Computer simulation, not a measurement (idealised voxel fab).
The document below concerns the process module designated voxel double patterning.
FYI the section here is cut, 215 nm wide, cells are 5 nm squares.
Notation: cross-section as square-cell grid; stated in bands, top first, going down; one or more cell rows per band.
A band entry consists of two parts. The first gives the height of the band's top and the height of its bottom, in nm. The rest lists the band's materials from left to right, each with its width in nm. A single material labelled with the word "throughout" fills the band from edge to edge, and the word "air" marks empty space.
Measure heights from 0. That's the level where, below it, the as-received wafer is all one material. The lowest band is bottomless and extends downward; write it as in "0 and below".
With a width like "30 to 40", each row of cells in the band differs from the next by the same amount, the top row carrying the first number and the bottom row the second.
The cross-section has no changed cell in any step marked "nothing changed".
Look at "Sealed internal voids" for the closed voids: empty spaces with no open path to the top, sized 8 cells or up. Each is width x height at distance, distance from the left edge, all nm.
Read whatever lies past the settings on a step's line as the simulator's own remark about the step.
overlay nm: how far to the right of its planned place the mask lay on this masked step (negative: to the left).
**Planned process steps**
1 RECEIVE, material Si
2 CONFORMAL_DEP, material SiO2, thk nm 5
3 DIRECTIONAL_DEP, material W, thk nm 20
4 DIRECTIONAL_DEP, material SiCN, thk nm 5
5 DIRECTIONAL_DEP, material aC, thk nm 10
6 PATTERN, tone open, mask id FIRST, material resist, width nm 15, pitch nm 50, thk nm 25, overlay nm 0
7 DIRECTIONAL_ETCH, etch materials aC, depth nm 10
8 STRIP, etch materials resist
9 DIRECTIONAL_ETCH, etch materials SiCN, depth nm 5
10 STRIP, etch materials aC
11 MASKED_ETCH, tone open, mask id SECOND, width nm 15, pitch nm 50, etch materials SiCN, depth nm 5, overlay nm 0
12 DIRECTIONAL_ETCH, etch materials W, depth nm 20
13 STRIP, etch materials SiCN
**Shown in cross-section is the wafer as received, that is, as it stands after step 1**
* 0 and below = Si throughout
* Sealed internal voids: none
**Cross-sectional image of the first of two wafers at the end of the module, the run having proceeded as planned**
* 25 down to 5 = W (50); air (15); W (10); air (15); W (10); air (15); W (10); air (15); W (10); air (15); W (50)
* 5 down to 0 = SiO2 throughout
* 0 and below = Si throughout
* Sealed internal voids: none
**This is the second of the two wafers, cross-sectioned at the end of the module; it started exactly like the first and was given the same plan, but it was run with one mistake**
* 20 down to 0 = W (50); air (15); W (10); air (15); W (10); air (15); W (10); air (15); W (10); air (15); W (50)
* 0 and below = Si throughout
* Sealed internal voids: none
Heads up, the wafer didn't run the way we planned it: step 2 of the plan was omitted and not executed
Wafer comparison, final, in cells, second relative to first, materials more or fewer: 43 fewer of SiO2
